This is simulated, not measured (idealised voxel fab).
process module | voxel capacitor over wiring
cross-section cut | 215 nm wide | cells 5 nm
A cross-section is a grid of square cells, given in bands from the top down. A band is one or more rows of cells.
Each band's line starts with the height of the band's top and of its bottom, in nm. Then come its materials from left to right, each with its width in nm. One material with "throughout" fills the band from edge to edge. "air" is empty space.
Height 0 is the level under which the wafer as received is all one material. The lowest band goes on downwards, as in "0 down".
A width such as "30 to 40" changes by the same amount from each row of cells to the next, from the band's top row to its bottom row.
"no change" after a step means that no cell of the cross-section changed.
closed voids: empty space of 8 cells or more with no open way to the top, each as width x height at its distance from the left edge, in nm
after a step's settings: what the simulator itself notes on the step
overlay nm, on a step with a mask: how far to the right of its planned place the mask lay; to the left if negative
plan
1 op RECEIVE | material Si
2 op CONFORMAL_DEP | material SiO2 | thk nm 15
3 op CONFORMAL_DEP | material SiN | thk nm 5
4 op DIRECTIONAL_DEP | material SiO2 | thk nm 25
5 op PATTERN | tone open | mask id METAL_1 | material resist | width nm 25 | pitch nm 80 | thk nm 15 | overlay nm 0
6 op DIRECTIONAL_ETCH | etch materials SiO2 | depth nm 25
7 op DIRECTIONAL_ETCH | etch materials SiN | depth nm 5
8 op STRIP | etch materials resist
9 op CONFORMAL_DEP | material TiN | thk nm 5
10 op FILL_DEP | material W | thk nm 10
11 op CMP | height nm 45
12 op EPI | material Ru | thk nm 5
13 op FILL_DEP | material SiCN | thk nm 5
14 op DIRECTIONAL_DEP | material lowk | thk nm 15
15 op PATTERN | tone open | mask id PLUG_1 | material resist | width nm 15 | thk nm 15 | overlay nm 0
16 op DIRECTIONAL_ETCH | etch materials lowk | depth nm 15
17 op DIRECTIONAL_ETCH | etch materials SiCN | depth nm 5
18 op STRIP | etch materials resist
19 op EPI | material Ru | thk nm 10
20 op EPI | material Ru | thk nm 10
21 op DIRECTIONAL_DEP | material TiN | thk nm 5
22 op DIRECTIONAL_DEP | material HfO2 | thk nm 5
23 op DIRECTIONAL_DEP | material TiN | thk nm 5
24 op PATTERN | tone cover | mask id UPPER_PLATE | material resist | width nm 60 | thk nm 20 | overlay nm 0
25 op DIRECTIONAL_ETCH | etch materials TiN | depth nm 5
26 op DIRECTIONAL_ETCH | etch materials HfO2 | depth nm 5
27 op STRIP | etch materials resist
28 op PATTERN | tone cover | mask id LOWER_PLATE | material resist | width nm 70 | thk nm 20 | overlay nm 0
29 op DIRECTIONAL_ETCH | etch materials TiN | depth nm 5
30 op STRIP | etch materials resist
31 op FILL_DEP | material SiO2 | thk nm 20
32 op CMP | height nm 100
33 op MASKED_ETCH | tone open | mask id PLUG_2 | width nm 15 | etch materials SiO2 | depth nm 15 | overlay nm 0
34 op CONFORMAL_DEP | material TiN | thk nm 5
35 op FILL_DEP | material Ru | thk nm 10
36 op CMP | height nm 100
37 op CONFORMAL_DEP | material SiCN | thk nm 5
as received, after step 1
  0 down: Si throughout
  closed voids: none
first wafer at the end, as planned
  105 to 100: SiCN throughout
  100 to 90: SiO2 75 | TiN 5 | Ru 5 | TiN 5 | SiO2 125
  90 to 80: SiO2 75 to 65 | TiN 15 to 60 | SiO2 125 to 90
  80 to 75: SiO2 65 | HfO2 60 | SiO2 90
  75 to 70: SiO2 60 | TiN 70 | SiO2 85
  70 to 55: lowk 65 | Ru 15 | lowk 135
  55 to 50: SiCN 65 | Ru 15 | SiCN 135
  50 to 45: SiCN 50 | Ru 35 | SiCN 45 | Ru 35 | SiCN 50
  45 to 20: SiO2 55 | TiN 5 | W 15 | TiN 5 | SiO2 55 | TiN 5 | W 15 | TiN 5 | SiO2 55
  20 to 15: SiN 55 | TiN 25 | SiN 55 | TiN 25 | SiN 55
  15 to 0: SiO2 throughout
  0 down: Si throughout
  closed voids: none
second wafer at the end: like start, like plan, one mistake
  105 to 100: SiCN throughout
  100 to 90: SiO2 75 | TiN 5 | Ru 5 | TiN 5 | SiO2 125
  90 to 80: SiO2 75 to 65 | TiN 15 to 60 | SiO2 125 to 90
  80 to 75: SiO2 65 | HfO2 60 | SiO2 90
  75 to 70: SiO2 55 | TiN 80 | SiO2 80
  70 to 55: lowk 65 | Ru 15 | lowk 135
  55 to 50: SiCN 65 | Ru 15 | SiCN 135
  50 to 45: SiCN 50 | Ru 35 | SiCN 45 | Ru 35 | SiCN 50
  45 to 20: SiO2 55 | TiN 5 | W 15 | TiN 5 | SiO2 55 | TiN 5 | W 15 | TiN 5 | SiO2 55
  20 to 15: SiN 55 | TiN 25 | SiN 55 | TiN 25 | SiN 55
  15 to 0: SiO2 throughout
  0 down: Si throughout
  closed voids: none
what went wrong: step 28 ran as: op PATTERN | tone cover | mask id LOWER_PLATE | material resist | width nm 80 | thk nm 20 | overlay nm 0
at the end the second wafer has, in cells: 2 fewer of SiO2 | 2 more of TiN
